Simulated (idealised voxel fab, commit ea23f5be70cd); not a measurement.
The following is a process module called voxel ribs on slabs.
FYI the section here is cut, 205 nm wide, cells are 5 nm squares.
Cross-section layout: square cells on a grid; listed as bands, top to bottom; a band spans one or more cell rows. A band entry consists of two parts. The first gives the height of the band's top and the height of its bottom, in nm. The rest lists the band's materials from left to right, each with its width in nm. A single material labelled with the word "full width" fills the band from edge to edge, and the word "empty" marks empty space. All heights in this document are referenced to 0, defined as the level beneath which the wafer, as received, consists entirely of one material. The lowest band is not bounded below; it extends indefinitely downward and is written in the form "z 0 and below". Per-row width for "30->40": begins at first number (top row of band), ends at second number (bottom row), increment between rows held constant. Step marked "no modifications"? Then no cell in the cross-section changed in it. Empty spaces counting at least 8 cells and having no open way to the top are listed in "Fully closed voids". The notation width x height at distance is used for each, the distance being from the left edge and all three values in nm. On a step's line, text after the settings is the simulator commenting on that step. overlay nm: mask right of planned place by this much (step with mask). Neg. = left.
Planned process steps
- 1: op RECEIVE | material Si
- 2: op DIRECTIONAL_DEP | material SiO2 | thk nm 25
- 3: op DIRECTIONAL_DEP | material SiN | thk nm 15
- 4: op DIRECTIONAL_DEP | material aC | thk nm 10
- 5: op PATTERN | tone cover | mask id RIB | material resist | width nm 20 | thk nm 25 | overlay nm 0
- 6: op DIRECTIONAL_ETCH | etch materials aC | depth nm 10
- 7: op STRIP | etch materials resist
- 8: op DIRECTIONAL_ETCH | etch materials SiN | depth nm 5
- 9: op STRIP | etch materials aC
- 10: op MASKED_ETCH | tone cover | mask id SLAB | width nm 60 | etch materials SiN | depth nm 10 | overlay nm 0
- 11: op FILL_DEP | material SiO2 | thk nm 15
- 12: op CMP | height nm 50
- 13: op DIRECTIONAL_DEP | material W | thk nm 10
- 14: op PATTERN | tone cover | mask id HEATER | material resist | width nm 30 | thk nm 15 | overlay nm 0
- 15: op DIRECTIONAL_ETCH | etch materials W | depth nm 10
- 16: op STRIP | etch materials resist
- 17: op CONFORMAL_DEP | material SiN | thk nm 5
Cross-section of the incoming wafer, state after step 1
  z 0 and below  Si full width
  Fully closed voids: none
Final cross-section, module run with one mistake (start and plan as above)
  z 60 to 50  empty 85 nm | W 30 nm | empty 90 nm
  z 50 to 40  SiO2 full width
  z 40 to 35  SiO2 90 nm | SiN 20 nm | SiO2 95 nm
  z 35 to 25  SiO2 70 nm | SiN 60 nm | SiO2 75 nm
  z 25 to 0  SiO2 full width
  z 0 and below  Si full width
  Fully closed voids: none
So what did we get wrong on this run? the plan's step 17 was left out and never carried out
